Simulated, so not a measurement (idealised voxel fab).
process module | voxel ribs on slabs
cross-section cut | 220 nm wide | cells 5 nm
A cross-section is a grid of square cells, given in bands from the top down. A band is one or more rows of cells.
Each band's line starts with the height of the band's top and of its bottom, in nm. Then come its materials from left to right, each with its width in nm. One material with "throughout" fills the band from edge to edge. "air" is empty space.
Height 0 is the level under which the wafer as received is all one material. The lowest band goes on downwards, as in "0 down".
A width such as "30 to 40" changes by the same amount from each row of cells to the next, from the band's top row to its bottom row.
"no change" after a step means that no cell of the cross-section changed.
closed voids: empty space of 8 cells or more with no open way to the top, each as width x height at its distance from the left edge, in nm
after a step's settings: what the simulator itself notes on the step
overlay nm, on a step with a mask: how far to the right of its planned place the mask lay; to the left if negative
plan
1 op RECEIVE | material Si
2 op DIRECTIONAL_DEP | material SiO2 | thk nm 20
3 op DIRECTIONAL_DEP | material SiN | thk nm 25
4 op DIRECTIONAL_DEP | material aC | thk nm 15
5 op PATTERN | tone cover | mask id RIB | material resist | width nm 15 | thk nm 30 | overlay nm 0
6 op DIRECTIONAL_ETCH | etch materials aC | depth nm 15
7 op STRIP | etch materials resist
8 op DIRECTIONAL_ETCH | etch materials SiN | depth nm 20
9 op STRIP | etch materials aC
10 op DIRECTIONAL_DEP | material aC | thk nm 10
11 op PATTERN | tone cover | mask id SLAB | material resist | width nm 45 | thk nm 30 | overlay nm 0
12 op DIRECTIONAL_ETCH | etch materials aC | depth nm 10
13 op STRIP | etch materials resist
14 op DIRECTIONAL_ETCH | etch materials SiN | depth nm 5
15 op STRIP | etch materials aC
16 op FILL_DEP | material SiO2 | thk nm 25
17 op CMP | height nm 60
18 op DIRECTIONAL_DEP | material TiN | thk nm 5
19 op MASKED_ETCH | tone cover | mask id HEATER | width nm 25 | etch materials TiN | depth nm 5 | overlay nm 0
20 op CONFORMAL_DEP | material SiO2 | thk nm 10
as received, after step 1
  0 down: Si throughout
  closed voids: none
a wafer at the end: this start, this plan, one mistake
  65 to 60: air 95 | TiN 25 | air 100
  60 to 45: SiO2 throughout
  45 to 25: SiO2 100 | SiN 15 | SiO2 105
  25 to 20: SiO2 85 | SiN 45 | SiO2 90
  20 to 0: SiO2 throughout
  0 down: Si throughout
  closed voids: none
what went wrong: step 20 was left out
